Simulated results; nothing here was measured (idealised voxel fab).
Process module name: voxel capacitor over wiring
Cross-sectional view cut (width: 205 nm; square cell size: 5 nm).
Think of the cross-section as a grid of square cells. We describe it in bands, top to bottom, and each band covers one or more rows of those cells.
For a band, the entry starts with two heights in nm, that of the top and then that of the bottom, and carries on with the band's materials in order from left to right, each alongside its width in nm; the word "everywhere" beside a single material means it fills the band edge to edge, and "blank" means empty space.
Height is counted from the level 0, under which the received wafer is composed throughout of one material. The lowest of the bands is not closed at the bottom but continues downward, in the notation "0 -> down".
The two numbers in a width such as "30 to 40" mark its ends across the band: the first belongs to the top row of cells, the second to the bottom row, and from each row to the next the width moves by the same amount.
Take "nothing got changed" at face value: in the step it is given for, the cross-section changed in none of its cells.
"Closed void list" - sealed voids, min. 8 cells, no opening to top; format: width x height at distance (distance from left edge; nm throughout).
Past the settings on a step's line: simulator remark, on that step.
On any step carrying a mask, the "overlay nm" setting, if present on the step's line, tells how far right of its planned place the mask lay; negative values point to the left.

-- Planned step list for the process
- 1: RECEIVE,material Si
- 2: CONFORMAL_DEP,material SiO2,thk nm 10
- 3: DIRECTIONAL_DEP,material TiN,thk nm 5
- 4: DIRECTIONAL_DEP,material Ru,thk nm 20
- 5: DIRECTIONAL_DEP,material aC,thk nm 10
- 6: PATTERN,tone cover,mask id METAL_1,material resist,width nm 30,pitch nm 90,thk nm 30,overlay nm 0
- 7: DIRECTIONAL_ETCH,etch materials aC,depth nm 10
- 8: STRIP,etch materials resist
- 9: DIRECTIONAL_ETCH,etch materials Ru,depth nm 20
- 10: DIRECTIONAL_ETCH,etch materials TiN,depth nm 5
- 11: STRIP,etch materials aC
- 12: FILL_DEP,material lowk,thk nm 10
- 13: CMP,height nm 35
- 14: CONFORMAL_DEP,material SiCN,thk nm 5
- 15: DIRECTIONAL_DEP,material lowk,thk nm 15
- 16: DIRECTIONAL_DEP,material aC,thk nm 10
- 17: PATTERN,tone open,mask id PLUG_1,material resist,width nm 15,thk nm 30,overlay nm 0
- 18: DIRECTIONAL_ETCH,etch materials aC,depth nm 10
- 19: STRIP,etch materials resist
- 20: DIRECTIONAL_ETCH,etch materials lowk,depth nm 15
- 21: DIRECTIONAL_ETCH,etch materials SiCN,depth nm 5
- 22: STRIP,etch materials aC
- 23: EPI,material Ru,thk nm 10
- 24: EPI,material Ru,thk nm 10
- 25: DIRECTIONAL_DEP,material TiN,thk nm 10
- 26: DIRECTIONAL_DEP,material HfO2,thk nm 5
- 27: DIRECTIONAL_DEP,material TiN,thk nm 5
- 28: DIRECTIONAL_DEP,material aC,thk nm 10
- 29: PATTERN,tone cover,mask id UPPER_PLATE,material resist,width nm 65,thk nm 30,overlay nm 0
- 30: DIRECTIONAL_ETCH,etch materials aC,depth nm 10
- 31: STRIP,etch materials resist
- 32: DIRECTIONAL_ETCH,etch materials TiN,depth nm 5
- 33: DIRECTIONAL_ETCH,etch materials HfO2,depth nm 5
- 34: STRIP,etch materials aC
- 35: PATTERN,tone cover,mask id LOWER_PLATE,material resist,width nm 75,thk nm 20,overlay nm 0
- 36: DIRECTIONAL_ETCH,etch materials TiN,depth nm 10
- 37: STRIP,etch materials resist
- 38: FILL_DEP,material SiO2,thk nm 15
- 39: CMP,height nm 85
- 40: PATTERN,tone open,mask id PLUG_2,material resist,width nm 15,thk nm 15,overlay nm 0
- 41: DIRECTIONAL_ETCH,etch materials SiO2,depth nm 10
- 42: STRIP,etch materials resist
- 43: CONFORMAL_DEP,material TiN,thk nm 5
- 44: FILL_DEP,material Cu,thk nm 10
- 45: CMP,height nm 85
- 46: CONFORMAL_DEP,material SiCN,thk nm 5

-- First of two wafers: run as planned

-- Cross-section of the wafer at receipt, which is the condition after step 1
0 -> down | Si everywhere
Closed void list: none

-- Sectional view: wafer, after step 2
10 -> 0 | SiO2 everywhere
Anything lower than 0 is untouched.

-- Sectional view: wafer, after step 3
15 -> 10 | TiN everywhere
Anything lower than 10 is untouched.

-- Sectional view: wafer, after step 4
35 -> 15 | Ru everywhere
Anything lower than 15 is untouched.

-- Sectional view: wafer, after step 5
45 -> 35 | aC everywhere
Anything lower than 35 is untouched.

-- Sectional view: wafer, after step 6
75 -> 45 | blank (40) | resist (30) | blank (60) | resist (30) | blank (45)
Anything lower than 45 is untouched.

-- Sectional view: wafer, after step 7
65 -> 45 | blank (40) | resist (30) | blank (60) | resist (30) | blank (45)
45 -> 35 | blank (40) | aC (30) | blank (60) | aC (30) | blank (45)
Anything lower than 35 is untouched.

-- Sectional view: wafer, after step 8
45 -> 35 | blank (40) | aC (30) | blank (60) | aC (30) | blank (45)
Anything lower than 35 is untouched.

-- Sectional view: wafer, after step 9
45 -> 35 | blank (40) | aC (30) | blank (60) | aC (30) | blank (45)
35 -> 15 | blank (40) | Ru (30) | blank (60) | Ru (30) | blank (45)
Anything lower than 15 is untouched.

-- Sectional view: wafer, after step 10
45 -> 35 | blank (40) | aC (30) | blank (60) | aC (30) | blank (45)
35 -> 15 | blank (40) | Ru (30) | blank (60) | Ru (30) | blank (45)
15 -> 10 | blank (40) | TiN (30) | blank (60) | TiN (30) | blank (45)
Anything lower than 10 is untouched.

-- Sectional view: wafer, after step 11
35 -> 15 | blank (40) | Ru (30) | blank (60) | Ru (30) | blank (45)
Anything lower than 15 is untouched.

-- Sectional view: wafer, after step 12
45 -> 35 | lowk everywhere
35 -> 15 | lowk (40) | Ru (30) | lowk (60) | Ru (30) | lowk (45)
15 -> 10 | lowk (40) | TiN (30) | lowk (60) | TiN (30) | lowk (45)
Anything lower than 10 is untouched.

-- Sectional view: wafer, after step 13
35 -> 15 | lowk (40) | Ru (30) | lowk (60) | Ru (30) | lowk (45)
Anything lower than 15 is untouched.

-- Sectional view: wafer, after step 14
40 -> 35 | SiCN everywhere
Anything lower than 35 is untouched.

-- Sectional view: wafer, after step 15
55 -> 40 | lowk everywhere
Anything lower than 40 is untouched.

-- Sectional view: wafer, after step 16
65 -> 55 | aC everywhere
Anything lower than 55 is untouched.

-- Sectional view: wafer, after step 17
95 -> 65 | resist (55) | blank (15) | resist (135)
Anything lower than 65 is untouched.

-- Sectional view: wafer, after step 18
85 -> 65 | resist (55) | blank (15) | resist (135)
65 -> 55 | aC (55) | blank (15) | aC (135)
Anything lower than 55 is untouched.

-- Sectional view: wafer, after step 19
65 -> 55 | aC (55) | blank (15) | aC (135)
Anything lower than 55 is untouched.

-- Sectional view: wafer, after step 20
65 -> 55 | aC (55) | blank (15) | aC (135)
55 -> 40 | lowk (55) | blank (15) | lowk (135)
Anything lower than 40 is untouched.

-- Sectional view: wafer, after step 21
65 -> 55 | aC (55) | blank (15) | aC (135)
55 -> 40 | lowk (55) | blank (15) | lowk (135)
40 -> 35 | SiCN (55) | blank (15) | SiCN (135)
Anything lower than 35 is untouched.

-- Sectional view: wafer, after step 22
55 -> 40 | lowk (55) | blank (15) | lowk (135)
Anything lower than 40 is untouched.

-- Sectional view: wafer, after step 23
55 -> 45 | lowk (55) | blank (15) | lowk (135)
45 -> 40 | lowk (55) | Ru (15) | lowk (135)
40 -> 35 | SiCN (55) | Ru (15) | SiCN (135)
Anything lower than 35 is untouched.

-- Sectional view: wafer, after step 24
55 -> 40 | lowk (55) | Ru (15) | lowk (135)
Anything lower than 40 is untouched.

-- Sectional view: wafer, after step 25
65 -> 55 | TiN everywhere
Anything lower than 55 is untouched.

-- Sectional view: wafer, after step 26
70 -> 65 | HfO2 everywhere
Anything lower than 65 is untouched.

-- Sectional view: wafer, after step 27
75 -> 70 | TiN everywhere
Anything lower than 70 is untouched.

-- Sectional view: wafer, after step 28
85 -> 75 | aC everywhere
Anything lower than 75 is untouched.

-- Sectional view: wafer, after step 29
115 -> 85 | blank (55) | resist (65) | blank (85)
Anything lower than 85 is untouched.

-- Sectional view: wafer, after step 30
105 -> 85 | blank (55) | resist (65) | blank (85)
85 -> 75 | blank (55) | aC (65) | blank (85)
Anything lower than 75 is untouched.

-- Sectional view: wafer, after step 31
85 -> 75 | blank (55) | aC (65) | blank (85)
Anything lower than 75 is untouched.

-- Sectional view: wafer, after step 32
85 -> 75 | blank (55) | aC (65) | blank (85)
75 -> 70 | blank (55) | TiN (65) | blank (85)
Anything lower than 70 is untouched.

-- Sectional view: wafer, after step 33
85 -> 75 | blank (55) | aC (65) | blank (85)
75 -> 70 | blank (55) | TiN (65) | blank (85)
70 -> 65 | blank (55) | HfO2 (65) | blank (85)
Anything lower than 65 is untouched.

-- Sectional view: wafer, after step 34
75 -> 70 | blank (55) | TiN (65) | blank (85)
Anything lower than 70 is untouched.

-- Sectional view: wafer, after step 35
95 -> 75 | blank (50) | resist (75) | blank (80)
75 -> 70 | blank (50) | resist (5) | TiN (65) | resist (5) | blank (80)
70 -> 65 | blank (50) | resist (5) | HfO2 (65) | resist (5) | blank (80)
Anything lower than 65 is untouched.

-- Sectional view: wafer, after step 36
95 -> 75 | blank (50) | resist (75) | blank (80)
75 -> 70 | blank (50) | resist (5) | TiN (65) | resist (5) | blank (80)
70 -> 65 | blank (50) | resist (5) | HfO2 (65) | resist (5) | blank (80)
65 -> 55 | blank (50) | TiN (75) | blank (80)
Anything lower than 55 is untouched.

-- Sectional view: wafer, after step 37
75 -> 70 | blank (55) | TiN (65) | blank (85)
70 -> 65 | blank (55) | HfO2 (65) | blank (85)
Anything lower than 65 is untouched.

-- Sectional view: wafer, after step 38
90 -> 75 | SiO2 everywhere
75 -> 70 | SiO2 (55) | TiN (65) | SiO2 (85)
70 -> 65 | SiO2 (55) | HfO2 (65) | SiO2 (85)
65 -> 55 | SiO2 (50) | TiN (75) | SiO2 (80)
Anything lower than 55 is untouched.

-- Sectional view: wafer, after step 39
85 -> 75 | SiO2 everywhere
Anything lower than 75 is untouched.

-- Sectional view: wafer, after step 40
100 -> 85 | resist (65) | blank (15) | resist (125)
Anything lower than 85 is untouched.

-- Sectional view: wafer, after step 41
100 -> 85 | resist (65) | blank (15) | resist (125)
85 -> 75 | SiO2 (65) | blank (15) | SiO2 (125)
Anything lower than 75 is untouched.

-- Sectional view: wafer, after step 42
85 -> 75 | SiO2 (65) | blank (15) | SiO2 (125)
Anything lower than 75 is untouched.

-- Sectional view: wafer, after step 43
90 -> 85 | TiN (70) | blank (5) | TiN (130)
85 -> 80 | SiO2 (65) | TiN (5) | blank (5) | TiN (5) | SiO2 (125)
80 -> 70 | SiO2 (65 to 55) | TiN (15 to 65) | SiO2 (125 to 85)
Anything lower than 70 is untouched.

-- Sectional view: wafer, after step 44
100 -> 90 | Cu everywhere
90 -> 85 | TiN (70) | Cu (5) | TiN (130)
85 -> 80 | SiO2 (65) | TiN (5) | Cu (5) | TiN (5) | SiO2 (125)
Anything lower than 80 is untouched.

-- Sectional view: wafer, after step 45
85 -> 80 | SiO2 (65) | TiN (5) | Cu (5) | TiN (5) | SiO2 (125)
Anything lower than 80 is untouched.

-- Sectional view: wafer, after step 46
90 -> 85 | SiCN everywhere
Anything lower than 85 is untouched.

-- Second wafer, same starting state and plan as the first, one mistake in the run, identical through step 28

-- Second wafer shown in cross-section at the time step 29 was slated to end
115 -> 85 | blank (55) | resist (70) | blank (80)
Anything lower than 85 is untouched.

-- Second wafer shown in cross-section at the time step 30 was slated to end
105 -> 85 | blank (55) | resist (70) | blank (80)
85 -> 75 | blank (55) | aC (70) | blank (80)
Anything lower than 75 is untouched.

-- Second wafer shown in cross-section at the time step 31 was slated to end
85 -> 75 | blank (55) | aC (70) | blank (80)
Anything lower than 75 is untouched.

-- Second wafer shown in cross-section at the time step 32 was slated to end
85 -> 75 | blank (55) | aC (70) | blank (80)
75 -> 70 | blank (55) | TiN (70) | blank (80)
Anything lower than 70 is untouched.

-- Second wafer shown in cross-section at the time step 33 was slated to end
85 -> 75 | blank (55) | aC (70) | blank (80)
75 -> 70 | blank (55) | TiN (70) | blank (80)
70 -> 65 | blank (55) | HfO2 (70) | blank (80)
Anything lower than 65 is untouched.

-- Second wafer shown in cross-section at the time step 34 was slated to end
75 -> 70 | blank (55) | TiN (70) | blank (80)
Anything lower than 70 is untouched.

-- Second wafer shown in cross-section at the time step 35 was slated to end
95 -> 75 | blank (50) | resist (75) | blank (80)
75 -> 70 | blank (50) | resist (5) | TiN (70) | blank (80)
70 -> 65 | blank (50) | resist (5) | HfO2 (70) | blank (80)
Anything lower than 65 is untouched.

-- Second wafer shown in cross-section at the time step 36 was slated to end
95 -> 75 | blank (50) | resist (75) | blank (80)
75 -> 70 | blank (50) | resist (5) | TiN (70) | blank (80)
70 -> 65 | blank (50) | resist (5) | HfO2 (70) | blank (80)
65 -> 55 | blank (50) | TiN (75) | blank (80)
Anything lower than 55 is untouched.

-- Second wafer shown in cross-section at the time step 37 was slated to end
75 -> 70 | blank (55) | TiN (70) | blank (80)
70 -> 65 | blank (55) | HfO2 (70) | blank (80)
Anything lower than 65 is untouched.

-- Second wafer shown in cross-section at the time step 38 was slated to end
90 -> 75 | SiO2 everywhere
75 -> 70 | SiO2 (55) | TiN (70) | SiO2 (80)
70 -> 65 | SiO2 (55) | HfO2 (70) | SiO2 (80)
65 -> 55 | SiO2 (50) | TiN (75) | SiO2 (80)
Anything lower than 55 is untouched.

-- Second wafer shown in cross-section at the time step 39 was slated to end
85 -> 75 | SiO2 everywhere
Anything lower than 75 is untouched.

-- Second wafer shown in cross-section at the time step 40 was slated to end
100 -> 85 | resist (65) | blank (15) | resist (125)
Anything lower than 85 is untouched.

-- Second wafer shown in cross-section at the time step 41 was slated to end
100 -> 85 | resist (65) | blank (15) | resist (125)
85 -> 75 | SiO2 (65) | blank (15) | SiO2 (125)
Anything lower than 75 is untouched.

-- Second wafer shown in cross-section at the time step 42 was slated to end
85 -> 75 | SiO2 (65) | blank (15) | SiO2 (125)
Anything lower than 75 is untouched.

-- Second wafer shown in cross-section at the time step 43 was slated to end
90 -> 85 | TiN (70) | blank (5) | TiN (130)
85 -> 80 | SiO2 (65) | TiN (5) | blank (5) | TiN (5) | SiO2 (125)
80 -> 70 | SiO2 (65 to 55) | TiN (15 to 70) | SiO2 (125 to 80)
Anything lower than 70 is untouched.

-- Second wafer shown in cross-section at the time step 44 was slated to end
100 -> 90 | Cu everywhere
90 -> 85 | TiN (70) | Cu (5) | TiN (130)
85 -> 80 | SiO2 (65) | TiN (5) | Cu (5) | TiN (5) | SiO2 (125)
Anything lower than 80 is untouched.

-- Second wafer shown in cross-section at the time step 45 was slated to end
85 -> 80 | SiO2 (65) | TiN (5) | Cu (5) | TiN (5) | SiO2 (125)
Anything lower than 80 is untouched.

-- Second wafer shown in cross-section at the time step 46 was slated to end
90 -> 85 | SiCN everywhere
Anything lower than 85 is untouched.
Plan not followed: step 29, actual vs plan mismatch, actual run PATTERN,tone cover,mask id UPPER_PLATE,material resist,width nm 70,thk nm 30,overlay nm 0
Final cells, second wafer relative to first, materials higher or lower: +1 HfO2, -2 SiO2, +1 TiN
